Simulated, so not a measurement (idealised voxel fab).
Presented below is a process module, voxel wiring stack.
Shown is cross-section cut, with a width of 270 nm and square cells of size 5 nm.
If you're reading a cross-section in this doc, picture square cells in a grid; it comes to you as bands, top ones listed first down to the bottom, and a band can be one or more rows of cells. What a band's entry tells you: where the top is and where the bottom is, as heights in nm, and after that what lies inside, material by material from left to right, each with its width in nm. Empty space is written as the word "blank", and a single material marked with the word "edge to edge" occupies the band from edge to edge. Beneath 0, the wafer as received is one material, and that level is where height counting begins. The lowest band goes on downward without a bottom; it is written like "0 and below". A width such as "30->40" changes by the same amount from each row of cells to the next, from the band's top row to its bottom row. Where the words "nothing altered" appear for a step, the cross-section shows no cell changed by that step; every cell remained as before. Reported under the label "Internal closed voids" are the empty spaces having no open way to the top and comprising 8 cells or more; the notation for each is width x height at distance, in which the distance is measured from the left edge and all three values are in nm. What comes after the settings on a step's line is commentary from the simulator itself on that step. When a step includes a mask, the "overlay nm" setting on its line states how far to the right of its planned place that mask lay, and negative values state how far to the left.
-- The following list gives the planned process steps
1: RECEIVE [material Si]
2: CONFORMAL_DEP [material SiO2] [thk nm 10]
3: DIRECTIONAL_DEP [material TiN] [thk nm 5]
4: DIRECTIONAL_DEP [material W] [thk nm 20]
5: MASKED_ETCH [tone cover] [mask id METAL_1] [width nm 25] [pitch nm 55] [etch materials W] [depth nm 20] [overlay nm 0]
6: MASKED_ETCH [tone cover] [mask id METAL_1] [width nm 25] [pitch nm 55] [etch materials TiN] [depth nm 5] [overlay nm -15]
7: CONFORMAL_DEP [material SiCN] [thk nm 5]
8: FILL_DEP [material SiO2] [thk nm 5]
9: CMP [height nm 35]
10: CONFORMAL_DEP [material SiCN] [thk nm 5]
11: DIRECTIONAL_DEP [material lowk] [thk nm 15]
12: DIRECTIONAL_DEP [material aC] [thk nm 15]
13: PATTERN [tone open] [mask id PLUG_1] [material resist] [width nm 15] [pitch nm 55] [thk nm 30] [overlay nm 0]
14: DIRECTIONAL_ETCH [etch materials aC] [depth nm 15]
15: STRIP [etch materials resist]
16: DIRECTIONAL_ETCH [etch materials lowk] [depth nm 15]
17: DIRECTIONAL_ETCH [etch materials SiCN] [depth nm 5]
18: STRIP [etch materials aC]
19: CONFORMAL_DEP [material TiN] [thk nm 5]
20: FILL_DEP [material Cu] [thk nm 10]
21: CMP [height nm 55]
22: DIRECTIONAL_DEP [material TiN] [thk nm 5]
23: DIRECTIONAL_DEP [material Ru] [thk nm 20]
24: DIRECTIONAL_DEP [material aC] [thk nm 15]
25: PATTERN [tone cover] [mask id METAL_2] [material resist] [width nm 25] [pitch nm 55] [thk nm 35] [overlay nm 0]
26: DIRECTIONAL_ETCH [etch materials aC] [depth nm 15]
27: STRIP [etch materials resist]
28: DIRECTIONAL_ETCH [etch materials Ru] [depth nm 20]
29: DIRECTIONAL_ETCH [etch materials TiN] [depth nm 5]
30: STRIP [etch materials aC]
31: FILL_DEP [material SiO2] [thk nm 5]
32: CMP [height nm 80]
33: CONFORMAL_DEP [material SiCN] [thk nm 5]
34: DIRECTIONAL_DEP [material lowk] [thk nm 30]
35: PATTERN [tone open] [mask id METAL_3] [material resist] [width nm 25] [pitch nm 55] [thk nm 20] [overlay nm 0]
36: DIRECTIONAL_ETCH [etch materials lowk] [depth nm 15]
37: STRIP [etch materials resist]
38: DIRECTIONAL_DEP [material aC] [thk nm 15]
39: PATTERN [tone open] [mask id METAL_3_HOLES] [material resist] [width nm 15] [thk nm 35] [overlay nm 0]
40: DIRECTIONAL_ETCH [etch materials aC] [depth nm 15]
41: STRIP [etch materials resist]
42: DIRECTIONAL_ETCH [etch materials lowk] [depth nm 15]
43: DIRECTIONAL_ETCH [etch materials SiCN] [depth nm 5]
44: STRIP [etch materials aC]
45: CONFORMAL_DEP [material TiN] [thk nm 5]
46: FILL_DEP [material Cu] [thk nm 10]
47: CMP [height nm 115]
48: CONFORMAL_DEP [material SiN] [thk nm 5]
All wafers enter the flow in the same state. The overlay nm at step 6 differs from wafer to wafer, and the plan gives the value for the first wafer.
-- First of several wafers (as received, post step 1), cross-sectional view
	0 and below = Si edge to edge
	Internal closed voids: none
-- Rows = wafers. At module end, each row lists per material the cells gained (+) or lost (-) since the wafer was received, then the closed voids
overlay nm -15 | +22 Cu | +40 Ru | +159 SiCN | +54 SiN | +482 SiO2 | +70 TiN | +40 W | +429 lowk | Internal closed voids: none
overlay nm -10 | +22 Cu | +40 Ru | +159 SiCN | +54 SiN | +484 SiO2 | +68 TiN | +40 W | +429 lowk | Internal closed voids: none
overlay nm -5 | +22 Cu | +40 Ru | +159 SiCN | +54 SiN | +486 SiO2 | +66 TiN | +40 W | +429 lowk | Internal closed voids: none
overlay nm 0 | +22 Cu | +40 Ru | +159 SiCN | +54 SiN | +488 SiO2 | +64 TiN | +40 W | +429 lowk | Internal closed voids: none
overlay nm 5 | +22 Cu | +40 Ru | +159 SiCN | +54 SiN | +486 SiO2 | +66 TiN | +40 W | +429 lowk | Internal closed voids: none
overlay nm 10 | +22 Cu | +40 Ru | +159 SiCN | +54 SiN | +484 SiO2 | +68 TiN | +40 W | +429 lowk | Internal closed voids: none
overlay nm 15 | +22 Cu | +40 Ru | +159 SiCN | +54 SiN | +482 SiO2 | +70 TiN | +40 W | +429 lowk | Internal closed voids: none
